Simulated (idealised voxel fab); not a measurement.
The process module presented herein is designated voxel ribs on slabs.
In the cross-section labelled cut, the width is 215 nm and each square cell is 5 nm.
When this document writes out a cross-section, it uses a grid of square cells and lists it as bands, beginning at the top and moving down, with a band standing for one or more rows of cells.
The band entry comprises the height of the band's top followed by the height of its bottom, expressed in nm, and subsequently the band's materials from left to right, each stated together with its width in nm. Where a single material is marked with the word "all across", that material fills the band from edge to edge. The word "air" represents empty space.
Heights are measured from 0, the level below which the as-received wafer is all one material; the lowest band has no bottom and continues downward, written as in "0 nm and below".
A width given as "30..40" starts at the first number in the band's top row and ends at the second number in its bottom row, shifting by an equal amount at every step from row to row.
For the purposes of this document, the phrase "no change" attached to a step denotes that no cell within the cross-section was modified by that step.
For the entry "Enclosed cavity list", the listed items are empty spaces with no open way to the top whose size is 8 cells or more; each item follows the pattern width x height at distance, where distance is from the left edge and all three are in nm.
That trailing text on a step's line, after the settings, is the simulator's own remark on the step.
"overlay nm" on a masked step: distance the mask lay right of its planned place, negative for left.

**Steps planned for the process**
1. RECEIVE with material Si
2. DIRECTIONAL_DEP with material SiO2, thk nm 20
3. DIRECTIONAL_DEP with material SiN, thk nm 25
4. MASKED_ETCH with tone cover, mask id RIB, width nm 30, etch materials SiN, depth nm 10, overlay nm 0
5. DIRECTIONAL_DEP with material aC, thk nm 15
6. PATTERN with tone cover, mask id SLAB, material resist, width nm 60, thk nm 30, overlay nm 0
7. DIRECTIONAL_ETCH with etch materials aC, depth nm 15
8. STRIP with etch materials resist
9. DIRECTIONAL_ETCH with etch materials SiN, depth nm 15
10. STRIP with etch materials aC
11. FILL_DEP with material SiO2, thk nm 20
12. CMP with height nm 55
13. DIRECTIONAL_DEP with material TiN, thk nm 5
14. PATTERN with tone cover, mask id HEATER, material resist, width nm 40, thk nm 15, overlay nm 0
15. DIRECTIONAL_ETCH with etch materials TiN, depth nm 5
16. STRIP with etch materials resist
17. CONFORMAL_DEP with material SiO2, thk nm 10

**So this is the incoming wafer in cross-section - it's already been through step 1**
    0 nm and below  Si all across
    Enclosed cavity list: none

**The plan above was carried out on the starting structure above with one mistake, and this cross-section shows the wafer at the end of the module**
    70 nm to 65 nm  75 air | 60 SiO2 | 80 air
    65 nm to 60 nm  SiO2 all across
    60 nm to 55 nm  85 SiO2 | 40 TiN | 90 SiO2
    55 nm to 45 nm  75 SiO2 | 60 SiN | 80 SiO2
    45 nm to 20 nm  SiN all across
    20 nm to 0 nm  SiO2 all across
    0 nm and below  Si all across
    Enclosed cavity list: none
Plan not followed: step 3, plan: ran twice
